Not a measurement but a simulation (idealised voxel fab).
Documented hereafter: the process module known as voxel double patterning.
Each square cell in cross-section cut measures 5 nm, and the section as a whole is 255 nm wide.
Notation: cross-section as square-cell grid; stated in bands, top first, going down; one or more cell rows per band. Band: top height; bottom height; in nm. Then, left to right: material with width in nm, for each material. "all across": a single material spanning edge to edge. "blank": empty space. Height 0 is the level under which the wafer as received is all one material. The lowest band goes on downwards, as in "top 0, no bottom". A width given as "30 to 40" starts at the first number in the band's top row and ends at the second number in its bottom row, shifting by an equal amount at every step from row to row. You'll sometimes find "remained unchanged" written for a step, and that's the way of saying that nowhere in the cross-section did a cell change during that step. Each empty space that has no open way to the top and spans at least 8 cells appears under "Sealed void list" as width x height at distance, the distance counted from the left edge, all in nm. Note: text after step settings on the step line = simulator remark on that step. overlay nm: where the mask lay relative to plan, measured to the right, on steps with a mask; negatives go left.

plan
step 1: RECEIVE, material Si
step 2: CONFORMAL_DEP, material SiO2, thk nm 5
step 3: DIRECTIONAL_DEP, material W, thk nm 15
step 4: DIRECTIONAL_DEP, material SiCN, thk nm 10
step 5: DIRECTIONAL_DEP, material aC, thk nm 15
step 6: PATTERN, tone open, mask id FIRST, material resist, width nm 15, pitch nm 50, thk nm 30, overlay nm 0
step 7: DIRECTIONAL_ETCH, etch materials aC, depth nm 15
step 8: STRIP, etch materials resist
step 9: DIRECTIONAL_ETCH, etch materials SiCN, depth nm 10
step 10: STRIP, etch materials aC
step 11: PATTERN, tone open, mask id SECOND, material resist, width nm 15, thk nm 20, overlay nm 0
step 12: DIRECTIONAL_ETCH, etch materials SiCN, depth nm 10
step 13: STRIP, etch materials resist
step 14: DIRECTIONAL_ETCH, etch materials W, depth nm 15
step 15: STRIP, etch materials SiCN

Cross-section of the wafer as it came to us, i.e., already through step 1
- top 0, no bottom  Si all across
- Sealed void list: none

This is how the wafer looks in cross-section once the module is done, given the starting state and plan above and one mistake in carrying the plan out
- top 30, bottom 20  SiO2 all across
- top 20, bottom 5  W all across
- top 5, bottom 0  SiO2 all across
- top 0, no bottom  Si all across
- Sealed void list: none
Error vs. plan: step 4: run off-plan, actual operation and settings DIRECTIONAL_DEP, material SiO2, thk nm 10
